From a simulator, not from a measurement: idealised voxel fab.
Process module heading - voxel capacitor over wiring
Pictured: cross-section cut, 290 nm wide, on a grid of 5 nm square cells.
For the purposes of this document, a cross-section shall be understood as a grid of square cells, specified as bands listed in top-to-bottom order, each band consisting of one or more rows of cells.
Band: top and bottom heights (nm) first, top before bottom; then materials from left to right, widths in nm. "throughout" marks a sole material filling the band edge to edge. "air" denotes empty space.
Measure heights from 0. That's the level where, below it, the as-received wafer is all one material. The lowest band is bottomless and extends downward; write it as in "0..down".
Read "30->40" as a graded width: first number on top, second number at the bottom, same change between each pair of neighbouring rows.
Where a step carries "nothing different", the cross-section came out of it unchanged, cell for cell.
You'll see "Listed closed voids" listing empty spaces that have no way open to the top, as long as they're 8 cells or more; the notation is width x height at distance, where the distance is from the left edge, and all of it is in nm.
Anything after a step's settings on that line? It's the simulator's own note about the step.
overlay nm: for a step with a mask, the amount by which the mask lay right of where it was planned; a negative amount means left of it.

THE STEPS PLANNED FOR THE PROCESS ARE AS FOLLOWS
1) RECEIVE (material Si)
2) CONFORMAL_DEP (material SiO2; thk nm 10)
3) DIRECTIONAL_DEP (material TiN; thk nm 5)
4) DIRECTIONAL_DEP (material Ru; thk nm 25)
5) PATTERN (tone cover; mask id METAL_1; material resist; width nm 25; pitch nm 95; thk nm 15; overlay nm 0)
6) DIRECTIONAL_ETCH (etch materials Ru; depth nm 25)
7) DIRECTIONAL_ETCH (etch materials TiN; depth nm 5)
8) STRIP (etch materials resist)
9) CONFORMAL_DEP (material SiCN; thk nm 5)
10) FILL_DEP (material SiO2; thk nm 10)
11) CMP (height nm 40)
12) CONFORMAL_DEP (material SiCN; thk nm 5)
13) DIRECTIONAL_DEP (material SiO2; thk nm 15)
14) MASKED_ETCH (tone open; mask id PLUG_1; width nm 15; etch materials SiO2; depth nm 15; overlay nm 0)
15) MASKED_ETCH (tone open; mask id PLUG_1; width nm 15; etch materials SiCN; depth nm 5; overlay nm 0)
16) CONFORMAL_DEP (material TiN; thk nm 5)
17) FILL_DEP (material W; thk nm 5)
18) CMP (height nm 60)
19) DIRECTIONAL_DEP (material TiN; thk nm 5)
20) DIRECTIONAL_DEP (material SiN; thk nm 5)
21) DIRECTIONAL_DEP (material TiN; thk nm 5)
22) DIRECTIONAL_DEP (material aC; thk nm 10)
23) PATTERN (tone cover; mask id UPPER_PLATE; material resist; width nm 75; thk nm 25; overlay nm 0)
24) DIRECTIONAL_ETCH (etch materials aC; depth nm 10)
25) STRIP (etch materials resist)
26) DIRECTIONAL_ETCH (etch materials TiN; depth nm 5)
27) DIRECTIONAL_ETCH (etch materials SiN; depth nm 5)
28) STRIP (etch materials aC)
29) MASKED_ETCH (tone cover; mask id LOWER_PLATE; width nm 85; etch materials TiN; depth nm 5; overlay nm 0)
30) FILL_DEP (material SiO2; thk nm 15)
31) CMP (height nm 85)
32) DIRECTIONAL_DEP (material aC; thk nm 15)
33) PATTERN (tone open; mask id PLUG_2; material resist; width nm 15; thk nm 30; overlay nm 0)
34) DIRECTIONAL_ETCH (etch materials aC; depth nm 15)
35) STRIP (etch materials resist)
36) DIRECTIONAL_ETCH (etch materials SiO2; depth nm 10)
37) STRIP (etch materials aC)
38) CONFORMAL_DEP (material TiN; thk nm 5)
39) FILL_DEP (material W; thk nm 5)
40) CMP (height nm 85)
41) CONFORMAL_DEP (material SiN; thk nm 5)

INCOMING WAFER, CROSS-SECTIONAL VIEW, POST STEP 1
> 0..down  Si throughout
> Listed closed voids: none

POST-MODULE CROSS-SECTION: IDENTICAL START AND PLAN TO THOSE ABOVE, ONE MISSTEP IN EXECUTION
> 90..85  SiN throughout
> 85..80  SiO2: 105, then TiN: 5, then W: 5, then TiN: 5, then SiO2: 170
> 80..70  SiO2: 105->95, then TiN: 15->75, then SiO2: 170->120
> 70..65  SiO2: 95, then SiN: 75, then SiO2: 120
> 65..60  SiO2: 90, then TiN: 85, then SiO2: 115
> 60..45  SiO2: 95, then TiN: 5, then W: 5, then TiN: 5, then SiO2: 180
> 45..40  SiCN: 95, then TiN: 15, then SiCN: 180
> 40..35  SiCN: 85, then TiN: 25, then SiCN: 70, then TiN: 25, then SiCN: 85
> 35..10  Ru throughout
> 10..0  SiO2 throughout
> 0..down  Si throughout
> Listed closed voids: none
Plan not followed: steps 3 and 4 run out of order (swapped)
